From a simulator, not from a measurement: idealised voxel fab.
Process module, titled voxel self aligned vias
It is cross-section cut that appears here, measuring 210 nm in width, its square cells being 5 nm in size.
Each cross-section below is a grid of square cells, stated as bands in top-down order, with one or more rows of cells making up each band. Heads up on the band format: heights come first, top then bottom, in nm. After that it's the materials left to right, each with its width in nm. A single material flagged "all across" fills the whole band edge to edge, and "blank" means there's empty space there. The level at which height equals 0 is the one under which the wafer, as it arrives, is entirely one material. No lower edge exists for the bottom band, which continues downward and is notated as in "0 and below". When a width is written as two numbers, as in "30 to 40", the first number is the width in the top row of cells of the band and the second is the width in its bottom row, and the width changes by the same amount from each row to the next. Step note "nothing altered" = no cross-section cell changed. This entry, "Closed void inventory", enumerates those empty regions of no fewer than 8 cells that possess no open connection to the top. Each region is reported in the form width x height at distance, the distance being taken from the left edge, with all three quantities expressed in nm. Past the settings on a step's line: simulator remark, on that step. "overlay nm", when on a step's line for a step with a mask, measures how far to the right of its planned place the mask lay; a negative measure means to the left.
THIS SECTION LISTS THE PROCESS STEPS THAT WERE PLANNED
1. RECEIVE | material Si
2. CONFORMAL_DEP | material SiO2 | thk nm 15
3. CONFORMAL_DEP | material SiCN | thk nm 5
4. DIRECTIONAL_DEP | material lowk | thk nm 25
5. PATTERN | tone open | mask id LINES | material resist | width nm 25 | pitch nm 50 | thk nm 20 | overlay nm 0
6. DIRECTIONAL_ETCH | etch materials lowk | depth nm 25
7. STRIP | etch materials resist
8. CONFORMAL_DEP | material TiN | thk nm 5
9. FILL_DEP | material Ru | thk nm 5
10. CMP | height nm 45
11. SELECTIVE_ETCH | etch materials W Ru TiN | depth nm 5
12. FILL_DEP | material SiN | thk nm 10
13. CMP | height nm 45
14. DIRECTIONAL_DEP | material lowk | thk nm 15
15. PATTERN | tone open | mask id VIAS | material resist | width nm 35 | pitch nm 100 | thk nm 20 | overlay nm 0
16. DIRECTIONAL_ETCH | etch materials lowk | depth nm 15
17. DIRECTIONAL_ETCH | etch materials SiN | depth nm 5
18. STRIP | etch materials resist
19. CONFORMAL_DEP | material TiN | thk nm 5
20. FILL_DEP | material Ru | thk nm 5
21. CMP | height nm 60
22. CONFORMAL_DEP | material SiN | thk nm 5
CROSS-SECTION OF THE WAFER UPON ARRIVAL, REPRESENTING THE STATE REACHED AFTER STEP 1
> 0 and below = Si all across
> Closed void inventory: none
CROSS-SECTION TAKEN AT MODULE COMPLETION ON THE FIRST OF TWO WAFERS; PROCESSED PER THE PLAN
> 65 down to 60 = SiN all across
> 60 down to 50 = 35 lowk / 5 TiN / 25 Ru / 5 TiN / 65 lowk / 5 TiN / 25 Ru / 5 TiN / 40 lowk
> 50 down to 45 = 35 lowk / 10 TiN / 15 Ru / 10 TiN / 65 lowk / 10 TiN / 15 Ru / 10 TiN / 40 lowk
> 45 down to 40 = 40 lowk / 25 TiN / 25 lowk / 25 SiN / 25 lowk / 25 TiN / 45 lowk
> 40 down to 25 = 40 lowk / 5 TiN / 15 Ru / 5 TiN / 25 lowk / 5 TiN / 15 Ru / 5 TiN / 25 lowk / 5 TiN / 15 Ru / 5 TiN / 45 lowk
> 25 down to 20 = 40 lowk / 25 TiN / 25 lowk / 25 TiN / 25 lowk / 25 TiN / 45 lowk
> 20 down to 15 = SiCN all across
> 15 down to 0 = SiO2 all across
> 0 and below = Si all across
> Closed void inventory: none
WAFER TWO CROSS-SECTION, MODULE END. START AND PLAN UNCHANGED FROM WAFER ONE; ONE MISTAKE MADE DURING THE RUN
> 65 down to 60 = SiN all across
> 60 down to 50 = 35 lowk / 5 TiN / 25 Ru / 5 TiN / 65 lowk / 5 TiN / 25 Ru / 5 TiN / 40 lowk
> 50 down to 45 = 35 lowk / 10 TiN / 15 Ru / 10 TiN / 65 lowk / 10 TiN / 15 Ru / 10 TiN / 40 lowk
> 45 down to 40 = 40 lowk / 25 TiN / 25 lowk / 25 SiN / 25 lowk / 25 TiN / 45 lowk
> 40 down to 30 = 40 lowk / 25 SiN / 25 lowk / 25 SiN / 25 lowk / 25 SiN / 45 lowk
> 30 down to 25 = 40 lowk / 5 TiN / 15 Ru / 5 TiN / 25 lowk / 5 TiN / 15 Ru / 5 TiN / 25 lowk / 5 TiN / 15 Ru / 5 TiN / 45 lowk
> 25 down to 20 = 40 lowk / 25 TiN / 25 lowk / 25 TiN / 25 lowk / 25 TiN / 45 lowk
> 20 down to 15 = SiCN all across
> 15 down to 0 = SiO2 all across
> 0 and below = Si all across
> Closed void inventory: none
Run error: contrary to plan, step 11 was performed as SELECTIVE_ETCH | etch materials W Ru TiN | depth nm 15
Final wafer comparison in cells, second versus first, more or fewer per material: 18 fewer of Ru; 30 more of SiN; 12 fewer of TiN
